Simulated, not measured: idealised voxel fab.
Process module, titled voxel ribs on slabs
This is section cut - it's 250 nm across, gridded in 5 nm square cells.
Format of a cross-section: grid, square cells. Given as bands. Order: top down. Band: one or more rows of cells.
Within each band entry, the heights of the top and of the bottom of the band appear first, in that order and in nm; the materials of the band then follow from left to right, each with its corresponding width in nm. The designation "all across" on a single material indicates that it fills the band from edge to edge; the designation "air" indicates empty space.
Heights are expressed relative to 0, this being the level below which the as-received wafer comprises one material exclusively. The lowest band is unbounded in the downward direction and is denoted as in "from 0 down".
The two numbers in a width such as "30->40" mark its ends across the band: the first belongs to the top row of cells, the second to the bottom row, and from each row to the next the width moves by the same amount.
Given "no alterations made" for a step, no cell of the cross-section differs between before and after that step.
Each empty space that has no open way to the top and spans at least 8 cells appears under "Enclosed void catalog" as width x height at distance, the distance counted from the left edge, all in nm.
Whatever follows a step's settings on its line is a remark the simulator itself makes about that step.
overlay nm: how far to the right of its planned place the mask lay on this masked step (negative: to the left).

Intended process steps:
1,RECEIVE: material Si
2,DIRECTIONAL_DEP: material SiO2, thk nm 20
3,DIRECTIONAL_DEP: material SiN, thk nm 25
4,PATTERN: tone cover, mask id RIB, material resist, width nm 25, thk nm 15, overlay nm 0
5,DIRECTIONAL_ETCH: etch materials SiN, depth nm 5
6,STRIP: etch materials resist
7,DIRECTIONAL_DEP: material aC, thk nm 10
8,PATTERN: tone cover, mask id SLAB, material resist, width nm 55, thk nm 25, overlay nm 0
9,DIRECTIONAL_ETCH: etch materials aC, depth nm 10
10,STRIP: etch materials resist
11,DIRECTIONAL_ETCH: etch materials SiN, depth nm 20
12,STRIP: etch materials aC
13,FILL_DEP: material SiO2, thk nm 25
14,CMP: height nm 65
15,DIRECTIONAL_DEP: material TiN, thk nm 10
16,DIRECTIONAL_DEP: material aC, thk nm 15
17,PATTERN: tone cover, mask id HEATER, material resist, width nm 35, thk nm 35, overlay nm 0
18,DIRECTIONAL_ETCH: etch materials aC, depth nm 15
19,STRIP: etch materials resist
20,DIRECTIONAL_ETCH: etch materials TiN, depth nm 10
21,STRIP: etch materials aC
22,CONFORMAL_DEP: material SiN, thk nm 10

As-received wafer cross-section (after step 1):
> from 0 down: Si all across
> Enclosed void catalog: none

Starting wafer: above. Plan: above. Run: one mistake. Cross-section after the module: below:
> from 85 to 75: air 95 nm  SiN 55 nm  air 100 nm
> from 75 to 65: SiN 105 nm  TiN 35 nm  SiN 110 nm
> from 65 to 45: SiO2 all across
> from 45 to 40: SiO2 105 nm  SiN 35 nm  SiO2 110 nm
> from 40 to 20: SiO2 95 nm  SiN 55 nm  SiO2 100 nm
> from 20 to 0: SiO2 all across
> from 0 down: Si all across
> Enclosed void catalog: none
Where did the run depart from the plan? step 4 did not happen as planned, as run it was PATTERN: tone cover, mask id RIB, material resist, width nm 35, thk nm 15, overlay nm 0
